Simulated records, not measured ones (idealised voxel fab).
This section sets out a process module, namely voxel transistor to metal.
Pictured: cross-section cut, 165 nm wide, on a grid of 5 nm square cells.
In what follows, cross-sections appear as grids of square cells, described through bands that run from the top down, where every band is one or more rows of cells. Within each band entry, the heights of the top and of the bottom of the band appear first, in that order and in nm; the materials of the band then follow from left to right, each with its corresponding width in nm. The designation "full width" on a single material indicates that it fills the band from edge to edge; the designation "empty" indicates empty space. Convention: height 0 is the level below which the wafer, as received, is all one material. The lowest band does not terminate at the bottom but continues downward, represented as "0..down". When a width is written as two numbers, as in "30 to 40", the first number is the width in the top row of cells of the band and the second is the width in its bottom row, and the width changes by the same amount from each row to the next. Take "everything unchanged" at face value: in the step it is given for, the cross-section changed in none of its cells. You'll see "Non-vented voids" listing empty spaces that have no way open to the top, as long as they're 8 cells or more; the notation is width x height at distance, where the distance is from the left edge, and all of it is in nm. On each step's line, the part that comes after the settings is the simulator's own comment on the step. "overlay nm" answers the question of how far to the right of plan the mask lay on a step that has a mask, and when it is negative the answer is to the left.
[The planned process steps are enumerated hereunder]
1,RECEIVE (material Si)
2,OXIDIZE (depth nm 5)
3,CONFORMAL_DEP (material SiN; thk nm 15)
4,DIRECTIONAL_DEP (material aC; thk nm 10)
5,PATTERN (tone cover; mask id ACTIVE; material resist; width nm 115; thk nm 30; overlay nm 0)
6,DIRECTIONAL_ETCH (etch materials aC; depth nm 10)
7,STRIP (etch materials resist)
8,DIRECTIONAL_ETCH (etch materials SiN; depth nm 15)
9,DIRECTIONAL_ETCH (etch materials SiO2; depth nm 5)
10,DIRECTIONAL_ETCH (etch materials Si; depth nm 20)
11,STRIP (etch materials aC)
12,OXIDIZE (depth nm 5)
13,FILL_DEP (material SiO2; thk nm 15)
14,CMP (height nm 15)
15,SELECTIVE_ETCH (etch materials SiO2; depth nm 10)
16,STRIP (etch materials SiN)
17,SELECTIVE_ETCH (etch materials SiO2; depth nm 5)
18,OXIDIZE (depth nm 5)
19,DIRECTIONAL_DEP (material polySi; thk nm 20)
20,DIRECTIONAL_DEP (material SiCN; thk nm 15)
21,MASKED_ETCH (tone cover; mask id GATE; width nm 25; etch materials SiCN; depth nm 25; overlay nm 0)
22,MASKED_ETCH (tone cover; mask id GATE; width nm 25; etch materials polySi; depth nm 30; overlay nm 0)
23,CONFORMAL_DEP (material SiO2; thk nm 5)
24,DIRECTIONAL_ETCH (etch materials SiO2; depth nm 5)
25,CONFORMAL_DEP (material SiN; thk nm 5)
26,DIRECTIONAL_ETCH (etch materials SiN; depth nm 5)
27,DIRECTIONAL_ETCH (etch materials SiO2; depth nm 5)
28,DIRECTIONAL_ETCH (etch materials Si; depth nm 5)
29,EPI (material SiGe; thk nm 10)
30,FILL_DEP (material SiO2; thk nm 5)
31,CMP (height nm 15)
32,STRIP (etch materials polySi)
33,SELECTIVE_ETCH (etch materials SiO2; depth nm 5)
34,CONFORMAL_DEP (material HfO2; thk nm 5)
35,CONFORMAL_DEP (material TiN; thk nm 5)
36,FILL_DEP (material W; thk nm 5)
37,CMP (height nm 10)
38,DIRECTIONAL_DEP (material SiO2; thk nm 15)
39,PATTERN (tone open; mask id CONTACT; material resist; width nm 15; pitch nm 80; thk nm 15; overlay nm 0)
40,DIRECTIONAL_ETCH (etch materials SiO2; depth nm 30)
41,STRIP (etch materials resist)
42,CONFORMAL_DEP (material TiN; thk nm 5)
43,FILL_DEP (material Ru; thk nm 5)
44,CMP (height nm 25)
45,DIRECTIONAL_DEP (material TiN; thk nm 5)
46,DIRECTIONAL_DEP (material Ru; thk nm 15)
47,MASKED_ETCH (tone cover; mask id METAL_1; width nm 15; pitch nm 80; etch materials Ru; depth nm 15; overlay nm 0)
48,MASKED_ETCH (tone cover; mask id METAL_1; width nm 15; pitch nm 80; etch materials TiN; depth nm 5; overlay nm 0)
49,CONFORMAL_DEP (material SiN; thk nm 5)
50,FILL_DEP (material SiO2; thk nm 5)
51,CMP (height nm 45)
52,CONFORMAL_DEP (material SiCN; thk nm 5)
53,DIRECTIONAL_DEP (material SiO2; thk nm 35)
54,PATTERN (tone open; mask id METAL_2; material resist; width nm 15; pitch nm 80; thk nm 20; overlay nm 0)
55,DIRECTIONAL_ETCH (etch materials SiO2; depth nm 20)
56,STRIP (etch materials resist)
57,PATTERN (tone open; mask id METAL_2_HOLES; material resist; width nm 15; pitch nm 80; thk nm 15; overlay nm 0)
58,DIRECTIONAL_ETCH (etch materials SiO2; depth nm 15)
59,DIRECTIONAL_ETCH (etch materials SiCN; depth nm 5)
60,STRIP (etch materials resist)
61,CONFORMAL_DEP (material TiN; thk nm 5)
62,FILL_DEP (material Cu; thk nm 5)
63,CMP (height nm 85)
64,CONFORMAL_DEP (material SiCN; thk nm 5)
[Cross-section of the wafer upon arrival, representing the state reached after step 1]
  0..down = Si full width
  Non-vented voids: none
[Cross-section taken at module completion on the first of two wafers; processed per the plan]
  90..85 = SiCN full width
  85..50 = SiO2 35 nm; TiN 5 nm; Cu 5 nm; TiN 5 nm; SiO2 65 nm; TiN 5 nm; Cu 5 nm; TiN 5 nm; SiO2 35 nm
  50..45 = SiCN 35 nm; TiN 15 nm; SiCN 65 nm; TiN 15 nm; SiCN 35 nm
  45..30 = SiO2 30 nm; SiN 5 nm; Ru 15 nm; SiN 5 nm; SiO2 55 nm; SiN 5 nm; Ru 15 nm; SiN 5 nm; SiO2 30 nm
  30..25 = SiN 35 nm; TiN 15 nm; SiN 65 nm; TiN 15 nm; SiN 35 nm
  25..10 = SiO2 35 nm; TiN 5 nm; Ru 5 nm; TiN 5 nm; SiO2 65 nm; TiN 5 nm; Ru 5 nm; TiN 5 nm; SiO2 35 nm
  10..0 = SiO2 35 nm; TiN 5 nm; Ru 5 nm; TiN 5 nm; SiO2 10 nm; SiN 5 nm; HfO2 5 nm; TiN 5 nm; W 15 nm; TiN 5 nm; HfO2 5 nm; SiN 5 nm; SiO2 10 nm; TiN 5 nm; Ru 5 nm; TiN 5 nm; SiO2 35 nm
  0..-5 = SiO2 25 nm; SiN 5 nm; SiO2 5 nm; TiN 15 nm; SiGe 10 nm; SiN 5 nm; HfO2 5 nm; TiN 25 nm; HfO2 5 nm; SiN 5 nm; SiGe 10 nm; TiN 15 nm; SiO2 5 nm; SiN 5 nm; SiO2 25 nm
  -5..-10 = SiO2 30 nm; SiGe 30 nm; SiO2 5 nm; HfO2 35 nm; SiO2 5 nm; SiGe 30 nm; SiO2 30 nm
  -10..-15 = SiO2 30 nm; SiGe 30 nm; Si 45 nm; SiGe 30 nm; SiO2 30 nm
  -15..-30 = SiO2 30 nm; Si 105 nm; SiO2 30 nm
  -30..down = Si full width
  Non-vented voids: none
[Second wafer cross-section at end of module - shared start and plan with the first, one mistake in the run]
  90..85 = SiCN full width
  85..50 = SiO2 35 nm; Ru 5 nm; Cu 5 nm; Ru 5 nm; SiO2 65 nm; Ru 5 nm; Cu 5 nm; Ru 5 nm; SiO2 35 nm
  50..45 = SiCN 35 nm; Ru 15 nm; SiCN 65 nm; Ru 15 nm; SiCN 35 nm
  45..30 = SiO2 30 nm; SiN 5 nm; Ru 15 nm; SiN 5 nm; SiO2 55 nm; SiN 5 nm; Ru 15 nm; SiN 5 nm; SiO2 30 nm
  30..25 = SiN 35 nm; TiN 15 nm; SiN 65 nm; TiN 15 nm; SiN 35 nm
  25..10 = SiO2 35 nm; TiN 5 nm; Ru 5 nm; TiN 5 nm; SiO2 65 nm; TiN 5 nm; Ru 5 nm; TiN 5 nm; SiO2 35 nm
  10..0 = SiO2 35 nm; TiN 5 nm; Ru 5 nm; TiN 5 nm; SiO2 10 nm; SiN 5 nm; HfO2 5 nm; TiN 5 nm; W 15 nm; TiN 5 nm; HfO2 5 nm; SiN 5 nm; SiO2 10 nm; TiN 5 nm; Ru 5 nm; TiN 5 nm; SiO2 35 nm
  0..-5 = SiO2 25 nm; SiN 5 nm; SiO2 5 nm; TiN 15 nm; SiGe 10 nm; SiN 5 nm; HfO2 5 nm; TiN 25 nm; HfO2 5 nm; SiN 5 nm; SiGe 10 nm; TiN 15 nm; SiO2 5 nm; SiN 5 nm; SiO2 25 nm
  -5..-10 = SiO2 30 nm; SiGe 30 nm; SiO2 5 nm; HfO2 35 nm; SiO2 5 nm; SiGe 30 nm; SiO2 30 nm
  -10..-15 = SiO2 30 nm; SiGe 30 nm; Si 45 nm; SiGe 30 nm; SiO2 30 nm
  -15..-30 = SiO2 30 nm; Si 105 nm; SiO2 30 nm
  -30..down = Si full width
  Non-vented voids: none
Where did the run depart from the plan? planned and actual differ for step 61; actual: CONFORMAL_DEP (material Ru; thk nm 5)
End of process, cell counts, second wafer against first, materials with more or fewer: Ru +34 | TiN -34
